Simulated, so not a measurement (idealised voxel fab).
The following is a process module called voxel self aligned vias.
Displayed cross-section: cut, width of 240 nm, square cells sized 5 nm.
We lay out every cross-section as a grid of square cells and spell it out in bands from the top down, where one band means one or more rows of cells.
It is stipulated that each band's entry specify, in nanometres, the height of the top of the band and then that of its bottom, followed by the materials of the band in left-to-right sequence, each together with its width in nanometres. A single material marked by the word "full width" is understood to fill the band from edge to edge; the word "air" is understood to denote empty space.
Height datum 0, below which the as-received substrate wafer is one material. Lowest band open at the bottom, running downward: "0 nm and below".
When a width is written as two numbers, as in "30->40", the first number is the width in the top row of cells of the band and the second is the width in its bottom row, and the width changes by the same amount from each row to the next.
Where the words "stayed the same" appear for a step, the cross-section shows no cell changed by that step; every cell remained as before.
The label "Closed void list" introduces a list of the empty spaces, 8 cells or larger, that have no open way up to the top; each entry in it reads width x height at distance, where the distance is taken from the left edge and all three are stated in nm.
Where a step's line continues beyond its settings, the continuation is a remark by the simulator itself on that step.
When a step includes a mask, the "overlay nm" setting on its line states how far to the right of its planned place that mask lay, and negative values state how far to the left.

# Intended process steps
1: RECEIVE with material Si
2: CONFORMAL_DEP with material SiO2, thk nm 10
3: CONFORMAL_DEP with material SiCN, thk nm 5
4: DIRECTIONAL_DEP with material SiO2, thk nm 20
5: PATTERN with tone open, mask id LINES, material resist, width nm 25, pitch nm 60, thk nm 20, overlay nm 0
6: DIRECTIONAL_ETCH with etch materials SiO2, depth nm 20
7: STRIP with etch materials resist
8: CONFORMAL_DEP with material TiN, thk nm 5
9: FILL_DEP with material W, thk nm 10
10: CMP with height nm 35
11: SELECTIVE_ETCH with etch materials W Ru TiN, depth nm 10
12: FILL_DEP with material SiN, thk nm 10
13: CMP with height nm 35
14: DIRECTIONAL_DEP with material SiO2, thk nm 20
15: DIRECTIONAL_DEP with material aC, thk nm 15
16: PATTERN with tone open, mask id VIAS, material resist, width nm 35, thk nm 35, overlay nm 0
17: DIRECTIONAL_ETCH with etch materials aC, depth nm 15
18: STRIP with etch materials resist
19: DIRECTIONAL_ETCH with etch materials SiO2, depth nm 20
20: DIRECTIONAL_ETCH with etch materials SiN, depth nm 10
21: STRIP with etch materials aC
22: CONFORMAL_DEP with material TiN, thk nm 5
23: FILL_DEP with material Ru, thk nm 10
24: CMP with height nm 55
25: CONFORMAL_DEP with material SiN, thk nm 5

# Run as planned: first of two wafers

# As-received state of the wafer in cross-section, equivalent to post-step 1
* 0 nm and below = Si full width
* Closed void list: none

# Sectional view: wafer, after step 2
* 10 nm to 0 nm = SiO2 full width
* All layers under 0 are left as they were.

# Sectional view: wafer, after step 3
* 15 nm to 10 nm = SiCN full width
* All layers under 10 are left as they were.

# Sectional view: wafer, after step 4
* 35 nm to 15 nm = SiO2 full width
* All layers under 15 are left as they were.

# Sectional view: wafer, after step 5
* 55 nm to 35 nm = 75 nm resist | 25 nm air | 35 nm resist | 25 nm air | 80 nm resist
* All layers under 35 are left as they were.

# Sectional view: wafer, after step 6
* 55 nm to 35 nm = 75 nm resist | 25 nm air | 35 nm resist | 25 nm air | 80 nm resist
* 35 nm to 15 nm = 75 nm SiO2 | 25 nm air | 35 nm SiO2 | 25 nm air | 80 nm SiO2
* All layers under 15 are left as they were.

# Sectional view: wafer, after step 7
* 35 nm to 15 nm = 75 nm SiO2 | 25 nm air | 35 nm SiO2 | 25 nm air | 80 nm SiO2
* All layers under 15 are left as they were.

# Sectional view: wafer, after step 8
* 40 nm to 35 nm = 80 nm TiN | 15 nm air | 45 nm TiN | 15 nm air | 85 nm TiN
* 35 nm to 20 nm = 75 nm SiO2 | 5 nm TiN | 15 nm air | 5 nm TiN | 35 nm SiO2 | 5 nm TiN | 15 nm air | 5 nm TiN | 80 nm SiO2
* 20 nm to 15 nm = 75 nm SiO2 | 25 nm TiN | 35 nm SiO2 | 25 nm TiN | 80 nm SiO2
* All layers under 15 are left as they were.

# Sectional view: wafer, after step 9
* 50 nm to 40 nm = W full width
* 40 nm to 35 nm = 80 nm TiN | 15 nm W | 45 nm TiN | 15 nm W | 85 nm TiN
* 35 nm to 20 nm = 75 nm SiO2 | 5 nm TiN | 15 nm W | 5 nm TiN | 35 nm SiO2 | 5 nm TiN | 15 nm W | 5 nm TiN | 80 nm SiO2
* All layers under 20 are left as they were.

# Sectional view: wafer, after step 10
* 35 nm to 20 nm = 75 nm SiO2 | 5 nm TiN | 15 nm W | 5 nm TiN | 35 nm SiO2 | 5 nm TiN | 15 nm W | 5 nm TiN | 80 nm SiO2
* All layers under 20 are left as they were.

# Sectional view: wafer, after step 11
* 35 nm to 25 nm = 75 nm SiO2 | 25 nm air | 35 nm SiO2 | 25 nm air | 80 nm SiO2
* All layers under 25 are left as they were.

# Sectional view: wafer, after step 12
* 45 nm to 35 nm = SiN full width
* 35 nm to 25 nm = 75 nm SiO2 | 25 nm SiN | 35 nm SiO2 | 25 nm SiN | 80 nm SiO2
* All layers under 25 are left as they were.

# Sectional view: wafer, after step 13
* 35 nm to 25 nm = 75 nm SiO2 | 25 nm SiN | 35 nm SiO2 | 25 nm SiN | 80 nm SiO2
* All layers under 25 are left as they were.

# Sectional view: wafer, after step 14
* 55 nm to 35 nm = SiO2 full width
* All layers under 35 are left as they were.

# Sectional view: wafer, after step 15
* 70 nm to 55 nm = aC full width
* All layers under 55 are left as they were.

# Sectional view: wafer, after step 16
* 105 nm to 70 nm = 70 nm resist | 35 nm air | 135 nm resist
* All layers under 70 are left as they were.

# Sectional view: wafer, after step 17
* 90 nm to 70 nm = 70 nm resist | 35 nm air | 135 nm resist
* 70 nm to 55 nm = 70 nm aC | 35 nm air | 135 nm aC
* All layers under 55 are left as they were.

# Sectional view: wafer, after step 18
* 70 nm to 55 nm = 70 nm aC | 35 nm air | 135 nm aC
* All layers under 55 are left as they were.

# Sectional view: wafer, after step 19
* 70 nm to 55 nm = 70 nm aC | 35 nm air | 135 nm aC
* 55 nm to 35 nm = 70 nm SiO2 | 35 nm air | 135 nm SiO2
* All layers under 35 are left as they were.

# Sectional view: wafer, after step 20
* 70 nm to 55 nm = 70 nm aC | 35 nm air | 135 nm aC
* 55 nm to 35 nm = 70 nm SiO2 | 35 nm air | 135 nm SiO2
* 35 nm to 25 nm = 75 nm SiO2 | 25 nm air | 35 nm SiO2 | 25 nm SiN | 80 nm SiO2
* All layers under 25 are left as they were.

# Sectional view: wafer, after step 21
* 55 nm to 35 nm = 70 nm SiO2 | 35 nm air | 135 nm SiO2
* All layers under 35 are left as they were.

# Sectional view: wafer, after step 22
* 60 nm to 55 nm = 75 nm TiN | 25 nm air | 140 nm TiN
* 55 nm to 40 nm = 70 nm SiO2 | 5 nm TiN | 25 nm air | 5 nm TiN | 135 nm SiO2
* 40 nm to 35 nm = 70 nm SiO2 | 10 nm TiN | 15 nm air | 10 nm TiN | 135 nm SiO2
* 35 nm to 30 nm = 75 nm SiO2 | 5 nm TiN | 15 nm air | 5 nm TiN | 35 nm SiO2 | 25 nm SiN | 80 nm SiO2
* 30 nm to 25 nm = 75 nm SiO2 | 25 nm TiN | 35 nm SiO2 | 25 nm SiN | 80 nm SiO2
* All layers under 25 are left as they were.

# Sectional view: wafer, after step 23
* 70 nm to 60 nm = Ru full width
* 60 nm to 55 nm = 75 nm TiN | 25 nm Ru | 140 nm TiN
* 55 nm to 40 nm = 70 nm SiO2 | 5 nm TiN | 25 nm Ru | 5 nm TiN | 135 nm SiO2
* 40 nm to 35 nm = 70 nm SiO2 | 10 nm TiN | 15 nm Ru | 10 nm TiN | 135 nm SiO2
* 35 nm to 30 nm = 75 nm SiO2 | 5 nm TiN | 15 nm Ru | 5 nm TiN | 35 nm SiO2 | 25 nm SiN | 80 nm SiO2
* All layers under 30 are left as they were.

# Sectional view: wafer, after step 24
* 55 nm to 40 nm = 70 nm SiO2 | 5 nm TiN | 25 nm Ru | 5 nm TiN | 135 nm SiO2
* All layers under 40 are left as they were.

# Sectional view: wafer, after step 25
* 60 nm to 55 nm = SiN full width
* All layers under 55 are left as they were.

# What follows concerns the second wafer, which started out like the first and was meant to follow the very same plan; one mistake crept in when it was run, but everything up to and including step 4 is the same as for the first wafer

# Planned end of step 5: second wafer, cross-section
* 55 nm to 35 nm = 65 nm resist | 25 nm air | 35 nm resist | 25 nm air | 90 nm resist
* All layers under 35 are left as they were.

# Planned end of step 6: second wafer, cross-section
* 55 nm to 35 nm = 65 nm resist | 25 nm air | 35 nm resist | 25 nm air | 90 nm resist
* 35 nm to 15 nm = 65 nm SiO2 | 25 nm air | 35 nm SiO2 | 25 nm air | 90 nm SiO2
* All layers under 15 are left as they were.

# Planned end of step 7: second wafer, cross-section
* 35 nm to 15 nm = 65 nm SiO2 | 25 nm air | 35 nm SiO2 | 25 nm air | 90 nm SiO2
* All layers under 15 are left as they were.

# Planned end of step 8: second wafer, cross-section
* 40 nm to 35 nm = 70 nm TiN | 15 nm air | 45 nm TiN | 15 nm air | 95 nm TiN
* 35 nm to 20 nm = 65 nm SiO2 | 5 nm TiN | 15 nm air | 5 nm TiN | 35 nm SiO2 | 5 nm TiN | 15 nm air | 5 nm TiN | 90 nm SiO2
* 20 nm to 15 nm = 65 nm SiO2 | 25 nm TiN | 35 nm SiO2 | 25 nm TiN | 90 nm SiO2
* All layers under 15 are left as they were.

# Planned end of step 9: second wafer, cross-section
* 50 nm to 40 nm = W full width
* 40 nm to 35 nm = 70 nm TiN | 15 nm W | 45 nm TiN | 15 nm W | 95 nm TiN
* 35 nm to 20 nm = 65 nm SiO2 | 5 nm TiN | 15 nm W | 5 nm TiN | 35 nm SiO2 | 5 nm TiN | 15 nm W | 5 nm TiN | 90 nm SiO2
* All layers under 20 are left as they were.

# Planned end of step 10: second wafer, cross-section
* 35 nm to 20 nm = 65 nm SiO2 | 5 nm TiN | 15 nm W | 5 nm TiN | 35 nm SiO2 | 5 nm TiN | 15 nm W | 5 nm TiN | 90 nm SiO2
* All layers under 20 are left as they were.

# Planned end of step 11: second wafer, cross-section
* 35 nm to 25 nm = 65 nm SiO2 | 25 nm air | 35 nm SiO2 | 25 nm air | 90 nm SiO2
* All layers under 25 are left as they were.

# Planned end of step 12: second wafer, cross-section
* 45 nm to 35 nm = SiN full width
* 35 nm to 25 nm = 65 nm SiO2 | 25 nm SiN | 35 nm SiO2 | 25 nm SiN | 90 nm SiO2
* All layers under 25 are left as they were.

# Planned end of step 13: second wafer, cross-section
* 35 nm to 25 nm = 65 nm SiO2 | 25 nm SiN | 35 nm SiO2 | 25 nm SiN | 90 nm SiO2
* All layers under 25 are left as they were.

# Planned end of step 14: second wafer, cross-section
* 55 nm to 35 nm = SiO2 full width
* All layers under 35 are left as they were.

# Planned end of step 15: second wafer, cross-section
* 70 nm to 55 nm = aC full width
* All layers under 55 are left as they were.

# Planned end of step 16: second wafer, cross-section
* 105 nm to 70 nm = 70 nm resist | 35 nm air | 135 nm resist
* All layers under 70 are left as they were.

# Planned end of step 17: second wafer, cross-section
* 90 nm to 70 nm = 70 nm resist | 35 nm air | 135 nm resist
* 70 nm to 55 nm = 70 nm aC | 35 nm air | 135 nm aC
* All layers under 55 are left as they were.

# Planned end of step 18: second wafer, cross-section
* 70 nm to 55 nm = 70 nm aC | 35 nm air | 135 nm aC
* All layers under 55 are left as they were.

# Planned end of step 19: second wafer, cross-section
* 70 nm to 55 nm = 70 nm aC | 35 nm air | 135 nm aC
* 55 nm to 35 nm = 70 nm SiO2 | 35 nm air | 135 nm SiO2
* All layers under 35 are left as they were.

# Planned end of step 20: second wafer, cross-section
* 70 nm to 55 nm = 70 nm aC | 35 nm air | 135 nm aC
* 55 nm to 35 nm = 70 nm SiO2 | 35 nm air | 135 nm SiO2
* 35 nm to 25 nm = 65 nm SiO2 | 5 nm SiN | 20 nm air | 35 nm SiO2 | 25 nm SiN | 90 nm SiO2
* All layers under 25 are left as they were.

# Planned end of step 21: second wafer, cross-section
* 55 nm to 35 nm = 70 nm SiO2 | 35 nm air | 135 nm SiO2
* All layers under 35 are left as they were.

# Planned end of step 22: second wafer, cross-section
* 60 nm to 55 nm = 75 nm TiN | 25 nm air | 140 nm TiN
* 55 nm to 40 nm = 70 nm SiO2 | 5 nm TiN | 25 nm air | 5 nm TiN | 135 nm SiO2
* 40 nm to 35 nm = 70 nm SiO2 | 5 nm TiN | 10 nm air | 20 nm TiN | 135 nm SiO2
* 35 nm to 30 nm = 65 nm SiO2 | 5 nm SiN | 5 nm TiN | 10 nm air | 5 nm TiN | 35 nm SiO2 | 25 nm SiN | 90 nm SiO2
* 30 nm to 25 nm = 65 nm SiO2 | 5 nm SiN | 20 nm TiN | 35 nm SiO2 | 25 nm SiN | 90 nm SiO2
* All layers under 25 are left as they were.

# Planned end of step 23: second wafer, cross-section
* 70 nm to 60 nm = Ru full width
* 60 nm to 55 nm = 75 nm TiN | 25 nm Ru | 140 nm TiN
* 55 nm to 40 nm = 70 nm SiO2 | 5 nm TiN | 25 nm Ru | 5 nm TiN | 135 nm SiO2
* 40 nm to 35 nm = 70 nm SiO2 | 5 nm TiN | 10 nm Ru | 20 nm TiN | 135 nm SiO2
* 35 nm to 30 nm = 65 nm SiO2 | 5 nm SiN | 5 nm TiN | 10 nm Ru | 5 nm TiN | 35 nm SiO2 | 25 nm SiN | 90 nm SiO2
* All layers under 30 are left as they were.

# Planned end of step 24: second wafer, cross-section
* 55 nm to 40 nm = 70 nm SiO2 | 5 nm TiN | 25 nm Ru | 5 nm TiN | 135 nm SiO2
* All layers under 40 are left as they were.

# Planned end of step 25: second wafer, cross-section
* 60 nm to 55 nm = SiN full width
* All layers under 55 are left as they were.
Error vs. plan: heads up, step 5 didn't go per plan, it actually ran as PATTERN with tone open, mask id LINES, material resist, width nm 25, pitch nm 60, thk nm 20, overlay nm -10
Per the end-of-run cell counts, the second wafer holds more or fewer of some materials than the first: -2 Ru; +2 SiN
